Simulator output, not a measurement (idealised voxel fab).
Process module heading - voxel wiring stack
Square cell edge 5 nm, section width 205 nm, ID cut.
If you're reading a cross-section in this doc, picture square cells in a grid; it comes to you as bands, top ones listed first down to the bottom, and a band can be one or more rows of cells. The band entry comprises the height of the band's top followed by the height of its bottom, expressed in nm, and subsequently the band's materials from left to right, each stated together with its width in nm. Where a single material is marked with the word "throughout", that material fills the band from edge to edge. The word "air" represents empty space. The level at which height equals 0 is the one under which the wafer, as it arrives, is entirely one material. No lower edge exists for the bottom band, which continues downward and is notated as in "0 -> down". The notation "30->40" denotes a width that varies across the rows of cells in the band, beginning at the first number in the top row, finishing at the second number in the bottom row, and changing by an identical amount from each row to the next. What does "no modifications" mean for a step? It means no cell of the cross-section changed in that step. Reported under the label "Enclosed void inventory" are the empty spaces having no open way to the top and comprising 8 cells or more; the notation for each is width x height at distance, in which the distance is measured from the left edge and all three values are in nm. On a step's line, text after the settings is the simulator commenting on that step. The optional step-line setting "overlay nm" applies to steps with a mask and quantifies how far to the right of its planned location the mask lay, a negative value indicating leftward placement.
**These are the steps we planned for the process**
- 1: RECEIVE: material Si
- 2: CONFORMAL_DEP: material SiO2, thk nm 10
- 3: CONFORMAL_DEP: material SiCN, thk nm 5
- 4: DIRECTIONAL_DEP: material SiO2, thk nm 25
- 5: PATTERN: tone open, mask id METAL_1, material resist, width nm 25, pitch nm 40, thk nm 15, overlay nm 0
- 6: DIRECTIONAL_ETCH: etch materials SiO2, depth nm 25
- 7: DIRECTIONAL_ETCH: etch materials SiCN, depth nm 5
- 8: STRIP: etch materials resist
- 9: CONFORMAL_DEP: material TiN, thk nm 5
- 10: FILL_DEP: material Cu, thk nm 5
- 11: CMP: height nm 40
- 12: EPI: material Ru, thk nm 5
- 13: FILL_DEP: material SiCN, thk nm 5
- 14: DIRECTIONAL_DEP: material SiO2, thk nm 10
- 15: MASKED_ETCH: tone open, mask id PLUG_1, width nm 15, pitch nm 40, etch materials SiO2, depth nm 10, overlay nm 0
- 16: MASKED_ETCH: tone open, mask id PLUG_1, width nm 15, pitch nm 40, etch materials SiCN, depth nm 5, overlay nm 0
- 17: EPI: material Ru, thk nm 10
- 18: EPI: material Ru, thk nm 5
- 19: CONFORMAL_DEP: material SiN, thk nm 5
- 20: DIRECTIONAL_DEP: material SiO2, thk nm 25
- 21: MASKED_ETCH: tone open, mask id METAL_2, width nm 25, pitch nm 40, etch materials SiO2, depth nm 25, overlay nm 0
- 22: MASKED_ETCH: tone open, mask id METAL_2, width nm 25, pitch nm 40, etch materials SiN, depth nm 5, overlay nm 0
- 23: CONFORMAL_DEP: material TiN, thk nm 5
- 24: FILL_DEP: material Cu, thk nm 5
- 25: CMP: height nm 90
- 26: CONFORMAL_DEP: material SiCN, thk nm 5
- 27: DIRECTIONAL_DEP: material lowk, thk nm 15
- 28: MASKED_ETCH: tone open, mask id PLUG_2, width nm 15, pitch nm 40, etch materials lowk, depth nm 15, overlay nm 0
- 29: MASKED_ETCH: tone open, mask id PLUG_2, width nm 15, pitch nm 40, etch materials SiCN, depth nm 5, overlay nm 0
- 30: EPI: material Ru, thk nm 10
- 31: EPI: material Ru, thk nm 10
- 32: CONFORMAL_DEP: material SiCN, thk nm 5
- 33: DIRECTIONAL_DEP: material lowk, thk nm 20
- 34: DIRECTIONAL_DEP: material aC, thk nm 15
- 35: PATTERN: tone open, mask id METAL_3, material resist, width nm 25, pitch nm 40, thk nm 35, overlay nm 0
- 36: DIRECTIONAL_ETCH: etch materials aC, depth nm 15
- 37: STRIP: etch materials resist
- 38: DIRECTIONAL_ETCH: etch materials lowk, depth nm 20
- 39: DIRECTIONAL_ETCH: etch materials SiCN, depth nm 5
- 40: STRIP: etch materials aC
- 41: CONFORMAL_DEP: material TiN, thk nm 5
- 42: FILL_DEP: material Cu, thk nm 10
- 43: CMP: height nm 135
- 44: CONFORMAL_DEP: material SiN, thk nm 5
**Here's what the wafer looked like in cross-section when it arrived - that's after step 1**
0 -> down | Si throughout
Enclosed void inventory: none
**One mistake in running the module, otherwise start and plan as above: cross-section at the end**
140 -> 135 | SiN throughout
135 -> 115 | lowk 30 / TiN 5 / Cu 15 / TiN 5 / lowk 15 / TiN 5 / Cu 15 / TiN 5 / lowk 15 / TiN 5 / Cu 15 / TiN 5 / lowk 15 / TiN 5 / Cu 15 / TiN 5 / lowk 30
115 -> 110 | SiCN 30 / TiN 25 / SiCN 15 / TiN 25 / SiCN 15 / TiN 25 / SiCN 15 / TiN 25 / SiCN 30
110 -> 95 | lowk 30 / Ru 15 / lowk 25 / Ru 15 / lowk 25 / Ru 15 / lowk 25 / Ru 15 / lowk 40
95 -> 90 | SiCN 30 / Ru 15 / SiCN 25 / Ru 15 / SiCN 25 / Ru 15 / SiCN 25 / Ru 15 / SiCN 40
90 -> 65 | SiO2 35 / TiN 5 / Cu 10 / TiN 5 / SiO2 20 / TiN 5 / Cu 10 / TiN 5 / SiO2 20 / TiN 5 / Cu 10 / TiN 5 / SiO2 20 / TiN 5 / Cu 10 / TiN 5 / SiO2 30
65 -> 60 | SiN 35 / TiN 20 / SiN 20 / TiN 20 / SiN 20 / TiN 20 / SiN 20 / TiN 20 / SiN 30
60 -> 50 | SiO2 30 / Ru 15 / SiO2 25 / Ru 15 / SiO2 25 / Ru 15 / SiO2 25 / Ru 15 / SiO2 40
50 -> 40 | SiCN 30->25 / Ru 15->35 / SiCN 25->5 / Ru 15->35 / SiCN 25->5 / Ru 15->35 / SiCN 25->5 / Ru 15->35 / SiCN 40->25
40 -> 15 | SiO2 30 / TiN 5 / Cu 15 / TiN 5 / SiO2 15 / TiN 5 / Cu 15 / TiN 5 / SiO2 15 / TiN 5 / Cu 15 / TiN 5 / SiO2 15 / TiN 5 / Cu 15 / TiN 5 / SiO2 30
15 -> 10 | SiCN 30 / TiN 25 / SiCN 15 / TiN 25 / SiCN 15 / TiN 25 / SiCN 15 / TiN 25 / SiCN 30
10 -> 0 | SiO2 throughout
0 -> down | Si throughout
Enclosed void inventory: none
So what did we get wrong on this run? step 21 was not run as planned; what actually ran was MASKED_ETCH: tone open, mask id METAL_2, width nm 20, pitch nm 40, etch materials SiO2, depth nm 25, overlay nm 0
